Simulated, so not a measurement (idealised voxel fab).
Process module, titled voxel released beams
Square cells of 5 nm make up the cross-section cut, whose width is 225 nm.
A cross-section is a grid of square cells, given in bands from the top down. A band is one or more rows of cells. It is stipulated that each band's entry specify, in nanometres, the height of the top of the band and then that of its bottom, followed by the materials of the band in left-to-right sequence, each together with its width in nanometres. A single material marked by the word "edge to edge" is understood to fill the band from edge to edge; the word "air" is understood to denote empty space. Below 0: as-received wafer, all one material; heights counted from there. Lowest band: no bottom, goes on down, written "0 nm and below". The width entry "30 to 40" should be interpreted row by row: the top row of cells in the band takes the first number, the bottom row takes the second number, and the change between adjacent rows is uniform throughout. Key: "changes: none" - step with no changed cell in the cross-section. "Sealed-off cavities" contains a list of empty spaces, each no smaller than 8 cells and without an open way to the top, written in the form width x height at distance with the distance from the left edge and all three in nm. Where a step's line continues beyond its settings, the continuation is a remark by the simulator itself on that step. overlay nm, on a step with a mask: how far to the right of its planned place the mask lay; to the left if negative.
-- Process steps - plan
- 1: RECEIVE | material Si
- 2: CONFORMAL_DEP | material SiN | thk nm 5
- 3: DIRECTIONAL_DEP | material SiO2 | thk nm 10
- 4: DIRECTIONAL_DEP | material aC | thk nm 15
- 5: PATTERN | tone open | mask id ANCHOR | material resist | width nm 45 | thk nm 35 | overlay nm 0
- 6: DIRECTIONAL_ETCH | etch materials aC | depth nm 15
- 7: STRIP | etch materials resist
- 8: DIRECTIONAL_ETCH | etch materials SiO2 | depth nm 10
- 9: STRIP | etch materials aC
- 10: CONFORMAL_DEP | material TiN | thk nm 15
- 11: PATTERN | tone cover | mask id BEAM | material resist | width nm 90 | thk nm 20 | overlay nm 0
- 12: DIRECTIONAL_ETCH | etch materials TiN | depth nm 15
- 13: STRIP | etch materials resist
- 14: STRIP | etch materials SiO2
-- Wafer, first of two, run as planned
-- The cross-section here shows the wafer as received, i.e. in its state after step 1
0 nm and below  Si edge to edge
Sealed-off cavities: none
-- After step 2: wafer cross-section
5 nm to 0 nm  SiN edge to edge
Whatever lies below 0 is exactly as it was before.
-- After step 3: wafer cross-section
15 nm to 5 nm  SiO2 edge to edge
Whatever lies below 5 is exactly as it was before.
-- After step 4: wafer cross-section
30 nm to 15 nm  aC edge to edge
Whatever lies below 15 is exactly as it was before.
-- After step 5: wafer cross-section
65 nm to 30 nm  resist (70) / air (45) / resist (110)
Whatever lies below 30 is exactly as it was before.
-- After step 6: wafer cross-section
50 nm to 30 nm  resist (70) / air (45) / resist (110)
30 nm to 15 nm  aC (70) / air (45) / aC (110)
Whatever lies below 15 is exactly as it was before.
-- After step 7: wafer cross-section
30 nm to 15 nm  aC (70) / air (45) / aC (110)
Whatever lies below 15 is exactly as it was before.
-- After step 8: wafer cross-section
30 nm to 15 nm  aC (70) / air (45) / aC (110)
15 nm to 5 nm  SiO2 (70) / air (45) / SiO2 (110)
Whatever lies below 5 is exactly as it was before.
-- After step 9: wafer cross-section
15 nm to 5 nm  SiO2 (70) / air (45) / SiO2 (110)
Whatever lies below 5 is exactly as it was before.
-- After step 10: wafer cross-section
30 nm to 20 nm  TiN (85) / air (15) / TiN (125)
20 nm to 15 nm  TiN edge to edge
15 nm to 5 nm  SiO2 (70) / TiN (45) / SiO2 (110)
Whatever lies below 5 is exactly as it was before.
-- After step 11: wafer cross-section
50 nm to 30 nm  air (65) / resist (90) / air (70)
30 nm to 20 nm  TiN (85) / resist (15) / TiN (125)
Whatever lies below 20 is exactly as it was before.
-- After step 12: wafer cross-section
50 nm to 30 nm  air (65) / resist (90) / air (70)
30 nm to 20 nm  air (65) / TiN (20) / resist (15) / TiN (55) / air (70)
20 nm to 15 nm  air (65) / TiN (90) / air (70)
Whatever lies below 15 is exactly as it was before.
-- After step 13: wafer cross-section
30 nm to 20 nm  air (65) / TiN (20) / air (15) / TiN (55) / air (70)
Whatever lies below 20 is exactly as it was before.
-- After step 14: wafer cross-section
30 nm to 20 nm  air (65) / TiN (20) / air (15) / TiN (55) / air (70)
20 nm to 15 nm  air (65) / TiN (90) / air (70)
15 nm to 5 nm  air (70) / TiN (45) / air (110)
Whatever lies below 5 is exactly as it was before.
-- Regarding the second of the two wafers: it shared the first wafer's starting condition and process plan, yet one error occurred during its execution. Its history coincides with that of the first wafer up to and including step 2
-- X-section, second wafer, when step 3 was due to finish
15 nm to 0 nm  SiN edge to edge
Whatever lies below 0 is exactly as it was before.
-- X-section, second wafer, when step 4 was due to finish
30 nm to 15 nm  aC edge to edge
Whatever lies below 15 is exactly as it was before.
-- X-section, second wafer, when step 5 was due to finish
65 nm to 30 nm  resist (70) / air (45) / resist (110)
Whatever lies below 30 is exactly as it was before.
-- X-section, second wafer, when step 6 was due to finish
50 nm to 30 nm  resist (70) / air (45) / resist (110)
30 nm to 15 nm  aC (70) / air (45) / aC (110)
Whatever lies below 15 is exactly as it was before.
-- X-section, second wafer, when step 7 was due to finish
30 nm to 15 nm  aC (70) / air (45) / aC (110)
Whatever lies below 15 is exactly as it was before.
X-section, second wafer, when step 8 was due to finish: changes: none
-- X-section, second wafer, when step 9 was due to finish
15 nm to 0 nm  SiN edge to edge
Whatever lies below 0 is exactly as it was before.
-- X-section, second wafer, when step 10 was due to finish
30 nm to 15 nm  TiN edge to edge
Whatever lies below 15 is exactly as it was before.
-- X-section, second wafer, when step 11 was due to finish
50 nm to 30 nm  air (65) / resist (90) / air (70)
Whatever lies below 30 is exactly as it was before.
-- X-section, second wafer, when step 12 was due to finish
50 nm to 30 nm  air (65) / resist (90) / air (70)
30 nm to 15 nm  air (65) / TiN (90) / air (70)
Whatever lies below 15 is exactly as it was before.
-- X-section, second wafer, when step 13 was due to finish
30 nm to 15 nm  air (65) / TiN (90) / air (70)
Whatever lies below 15 is exactly as it was before.
X-section, second wafer, when step 14 was due to finish: changes: none
Finding, execution versus plan: step 3 changed vs plan, executed as DIRECTIONAL_DEP | material SiN | thk nm 10
Count the cells at the end and the second wafer has more or fewer of some materials than the first: 90 more of SiN, 12 fewer of TiN
